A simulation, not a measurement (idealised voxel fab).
Process module in this document: voxel ribs on slabs
This is section cut - it's 295 nm across, gridded in 5 nm square cells.
In what follows, cross-sections appear as grids of square cells, described through bands that run from the top down, where every band is one or more rows of cells. Per band: top height and bottom height in nm, followed by the left-to-right materials and their widths in nm; "edge to edge" marks a single material spanning edge to edge, "empty" marks empty space. It should be noted that heights are counted from 0, beneath which the wafer as supplied is of one material throughout, and that the lowest band possesses no lower boundary but continues downward, as written in "0 nm and below". Width "30..40": first value at the band's top row of cells, second value at its bottom row, equal change from row to row. When a step is marked "no change", none of the cells in the cross-section changed during that step. Enclosed voids (no open way to top), threshold 8 cells or more, entry "Tabulated closed voids", notation width x height at distance, distance from left edge, nm. Step line, after settings: the simulator's comment on this step. The "overlay nm" setting may appear on a step's line; for a step that uses a mask, it gives how far to the right of its planned position the mask lay, and a negative value indicates the left.
-- Here's what the planned process steps look like
1. RECEIVE,material Si
2. DIRECTIONAL_DEP,material SiO2,thk nm 30
3. DIRECTIONAL_DEP,material polySi,thk nm 25
4. PATTERN,tone cover,mask id RIB,material resist,width nm 30,thk nm 20,overlay nm 0
5. DIRECTIONAL_ETCH,etch materials polySi,depth nm 15
6. STRIP,etch materials resist
7. MASKED_ETCH,tone cover,mask id SLAB,width nm 60,etch materials polySi,depth nm 10,overlay nm 0
8. FILL_DEP,material SiO2,thk nm 30
9. CMP,height nm 75
10. DIRECTIONAL_DEP,material W,thk nm 5
11. DIRECTIONAL_DEP,material aC,thk nm 10
12. PATTERN,tone cover,mask id HEATER,material resist,width nm 40,thk nm 25,overlay nm 0
13. DIRECTIONAL_ETCH,etch materials aC,depth nm 10
14. STRIP,etch materials resist
15. DIRECTIONAL_ETCH,etch materials W,depth nm 5
16. STRIP,etch materials aC
17. CONFORMAL_DEP,material SiO2,thk nm 10
-- Received-state cross-section, reflecting completion of step 1
	0 nm and below: Si edge to edge
	Tabulated closed voids: none
-- End state of the module in cross-section, given the above starting point and plan and one mistake in execution
	90 nm to 85 nm: 115 empty  60 SiO2  120 empty
	85 nm to 80 nm: SiO2 edge to edge
	80 nm to 75 nm: 125 SiO2  40 W  130 SiO2
	75 nm to 45 nm: SiO2 edge to edge
	45 nm to 30 nm: 130 SiO2  30 polySi  135 SiO2
	30 nm to 0 nm: SiO2 edge to edge
	0 nm and below: Si edge to edge
	Tabulated closed voids: none
Deviation noted in wafer processing: step 3 was not run as planned; what actually ran was DIRECTIONAL_DEP,material polySi,thk nm 15
